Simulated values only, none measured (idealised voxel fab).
process module | voxel released beams
cross-section cut | 195 nm wide | cells 5 nm
A cross-section is a grid of square cells, given in bands from the top down. A band is one or more rows of cells.
Each band's line starts with the height of the band's top and of its bottom, in nm. Then come its materials from left to right, each with its width in nm. One material with "throughout" fills the band from edge to edge. "air" is empty space.
Height 0 is the level under which the wafer as received is all one material. The lowest band goes on downwards, as in "0 down".
A width such as "30 to 40" changes by the same amount from each row of cells to the next, from the band's top row to its bottom row.
"no change" after a step means that no cell of the cross-section changed.
closed voids: empty space of 8 cells or more with no open way to the top, each as width x height at its distance from the left edge, in nm
after a step's settings: what the simulator itself notes on the step
overlay nm, on a step with a mask: how far to the right of its planned place the mask lay; to the left if negative
plan
1 op RECEIVE | material Si
2 op CONFORMAL_DEP | material SiN | thk nm 5
3 op DIRECTIONAL_DEP | material SiO2 | thk nm 10
4 op MASKED_ETCH | tone open | mask id ANCHOR | width nm 45 | etch materials SiO2 | depth nm 10 | overlay nm 0
5 op CONFORMAL_DEP | material TiN | thk nm 15
6 op DIRECTIONAL_DEP | material aC | thk nm 10
7 op PATTERN | tone cover | mask id BEAM | material resist | width nm 120 | thk nm 30 | overlay nm -15
8 op DIRECTIONAL_ETCH | etch materials aC | depth nm 10
9 op STRIP | etch materials resist
10 op DIRECTIONAL_ETCH | etch materials TiN | depth nm 15
11 op STRIP | etch materials aC
12 op STRIP | etch materials SiO2
varied across the wafers: overlay nm of step 7. The plan shows the first wafer's value. All wafers start alike
first wafer as received, after step 1
  0 down: Si throughout
  closed voids: none
each wafer at the end: cells of each material gained (+) or lost (-) since it was received, then its closed voids
overlay nm -15 | +39 SiN | +84 TiN | closed voids: none
overlay nm -10 | +39 SiN | +84 TiN | closed voids: none
overlay nm -5 | +39 SiN | +84 TiN | closed voids: none
overlay nm 0 | +39 SiN | +84 TiN | closed voids: none
overlay nm 5 | +39 SiN | +84 TiN | closed voids: none
overlay nm 10 | +39 SiN | +84 TiN | closed voids: none
overlay nm 15 | +39 SiN | +84 TiN | closed voids: none
